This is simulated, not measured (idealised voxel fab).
You're looking at the process module voxel gate over fins.
This is section cut - it's 210 nm across, gridded in 5 nm square cells.
Cross-section = grid of square cells, listed top down in bands; band = one or more rows.
Band: top height; bottom height; in nm. Then, left to right: material with width in nm, for each material. "everywhere": a single material spanning edge to edge. "empty": empty space.
We count height from 0. Below that, the starting wafer is all one material. The lowest band never ends at the bottom but goes on down; see "z 0 and below" for how that is written.
Per-row width for "30..40": begins at first number (top row of band), ends at second number (bottom row), increment between rows held constant.
Where a step carries "no alteration", the cross-section came out of it unchanged, cell for cell.
This entry, "Entrapped voids", enumerates those empty regions of no fewer than 8 cells that possess no open connection to the top. Each region is reported in the form width x height at distance, the distance being taken from the left edge, with all three quantities expressed in nm.
On a step's line, text after the settings is the simulator commenting on that step.
overlay nm: mask offset rightward from planned place, masked step; negative means leftward offset.
## Process steps (planned)
| 1 | op RECEIVE | material Si |
| 2 | op CONFORMAL_DEP | material SiN | thk nm 5 |
| 3 | op DIRECTIONAL_DEP | material aC | thk nm 10 |
| 4 | op PATTERN | tone cover | mask id FINS | material resist | width nm 15 | pitch nm 40 | thk nm 30 | overlay nm 0 |
| 5 | op DIRECTIONAL_ETCH | etch materials aC | depth nm 10 |
| 6 | op STRIP | etch materials resist |
| 7 | op DIRECTIONAL_ETCH | etch materials SiN | depth nm 5 |
| 8 | op DIRECTIONAL_ETCH | etch materials Si | depth nm 40 |
| 9 | op STRIP | etch materials aC |
| 10 | op OXIDIZE | depth nm 5 |
| 11 | op FILL_DEP | material SiO2 | thk nm 10 |
| 12 | op CMP | height nm 5 |
| 13 | op SELECTIVE_ETCH | etch materials SiO2 | depth nm 20 |
| 14 | op STRIP | etch materials SiN |
| 15 | op CONFORMAL_DEP | material HfO2 | thk nm 5 |
| 16 | op CONFORMAL_DEP | material TiN | thk nm 5 |
| 17 | op CONFORMAL_DEP | material TiAl | thk nm 5 |
| 18 | op CONFORMAL_DEP | material TiN | thk nm 5 |
| 19 | op FILL_DEP | material W | thk nm 10 |
| 20 | op CMP | height nm 25 |
| 21 | op CONFORMAL_DEP | material SiN | thk nm 10 |
## Cross-section of the wafer as it came to us, i.e., already through step 1
    z 0 and below  Si everywhere
    Entrapped voids: none
## End-of-module cross-section. Starting structure and process plan as above; one mistake made in running it
    z 35 to 25  SiN everywhere
    z 25 to 15  W everywhere
    z 15 to 5  65 nm W; 35 nm TiN; 5 nm W; 35 nm TiN; 70 nm W
    z 5 to 0  65 nm W; 10 nm TiN; 15 nm HfO2; 10 nm TiN; 5 nm W; 10 nm TiN; 15 nm HfO2; 10 nm TiN; 70 nm W
    z 0 to -10  75 nm TiN; 5 nm HfO2; 5 nm Si; 5 nm HfO2; 25 nm TiN; 5 nm HfO2; 5 nm Si; 5 nm HfO2; 80 nm TiN
    z -10 to -15  80 nm HfO2; 5 nm Si; 35 nm HfO2; 5 nm Si; 85 nm HfO2
    z -15 to -45  80 nm SiO2; 5 nm Si; 35 nm SiO2; 5 nm Si; 85 nm SiO2
    z -45 and below  Si everywhere
    Entrapped voids: none
What was the processing mistake? heads up, step 17 of the plan was skipped and never actually ran
